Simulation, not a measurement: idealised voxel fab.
A process module follows: voxel self aligned vias.
cross-section cut | 275 nm wide | cells 5 nm
Heads up, the way a cross-section reads in here is a grid of square cells, handed over as bands from the top down, with every band being one or more rows of cells. The entry gives the band's vertical extent as a top height and a bottom height in nm, then its horizontal make-up as materials from left to right, each with a width in nm. "empty" stands for empty space; a single material marked "full width" fills the band edge to edge. Heights are reckoned from 0. Under this level, the received wafer is all of one material. The bottommost band is open-ended downward, for example "0..down". It should be noted that a width expressed as "30 to 40" varies in equal increments from row to row of cells within the band, taking the value of the first number at the top row and that of the second number at the bottom row. Take "identical to before" at face value: in the step it is given for, the cross-section changed in none of its cells. Closed-off voids of 8+ cells (no open route to the top) go in "Fully sealed cavities", written width x height at distance from the left edge, in nm. Anything after a step's settings on that line? It's the simulator's own note about the step. A step line may carry the setting "overlay nm", which, for steps involving a mask, states the distance by which the mask lay to the right of its intended position; negative values denote displacement to the left.

SO HERE'S THE LINEUP OF PROCESS STEPS WE PLANNED
step 1: RECEIVE | material Si
step 2: CONFORMAL_DEP | material SiO2 | thk nm 15
step 3: CONFORMAL_DEP | material SiCN | thk nm 5
step 4: DIRECTIONAL_DEP | material SiO2 | thk nm 20
step 5: PATTERN | tone open | mask id LINES | material resist | width nm 20 | pitch nm 70 | thk nm 15 | overlay nm 0
step 6: DIRECTIONAL_ETCH | etch materials SiO2 | depth nm 20
step 7: STRIP | etch materials resist
step 8: CONFORMAL_DEP | material TiN | thk nm 5
step 9: FILL_DEP | material W | thk nm 5
step 10: CMP | height nm 40
step 11: SELECTIVE_ETCH | etch materials W Ru TiN | depth nm 5
step 12: FILL_DEP | material SiN | thk nm 5
step 13: CMP | height nm 40
step 14: DIRECTIONAL_DEP | material SiO2 | thk nm 15
step 15: PATTERN | tone open | mask id VIAS | material resist | width nm 40 | pitch nm 140 | thk nm 15 | overlay nm -15
step 16: DIRECTIONAL_ETCH | etch materials SiO2 | depth nm 15
step 17: DIRECTIONAL_ETCH | etch materials SiN | depth nm 5
step 18: STRIP | etch materials resist
step 19: CONFORMAL_DEP | material TiN | thk nm 5
step 20: FILL_DEP | material Cu | thk nm 10
step 21: CMP | height nm 55
step 22: CONFORMAL_DEP | material SiN | thk nm 5
The value of overlay nm given for step 15 in the plan refers to the first wafer; the wafers vary in this setting and are alike at the start.

AS-RECEIVED STATE AFTER STEP 1, FIRST OF SEVERAL WAFERS, CROSS-SECTION
> 0..down: Si full width
> Fully sealed cavities: none

GAINED (+) OR LOST (-) CELLS OF EACH MATERIAL SINCE RECEIPT, THEN CLOSED VOIDS: ONE ROW PER WAFER, AT THE END OF THE MODULE
overlay nm -15 | +26 Cu | +55 SiCN | +61 SiN | +454 SiO2 | +52 TiN | +12 W | Fully sealed cavities: none
overlay nm -10 | +28 Cu | +55 SiCN | +59 SiN | +454 SiO2 | +52 TiN | +12 W | Fully sealed cavities: none
overlay nm -5 | +28 Cu | +55 SiCN | +59 SiN | +454 SiO2 | +52 TiN | +12 W | Fully sealed cavities: none
overlay nm 0 | +28 Cu | +55 SiCN | +59 SiN | +454 SiO2 | +52 TiN | +12 W | Fully sealed cavities: none
overlay nm 5 | +28 Cu | +55 SiCN | +59 SiN | +454 SiO2 | +52 TiN | +12 W | Fully sealed cavities: none
overlay nm 10 | +28 Cu | +55 SiCN | +59 SiN | +454 SiO2 | +52 TiN | +12 W | Fully sealed cavities: none
overlay nm 15 | +26 Cu | +55 SiCN | +61 SiN | +454 SiO2 | +52 TiN | +12 W | Fully sealed cavities: none
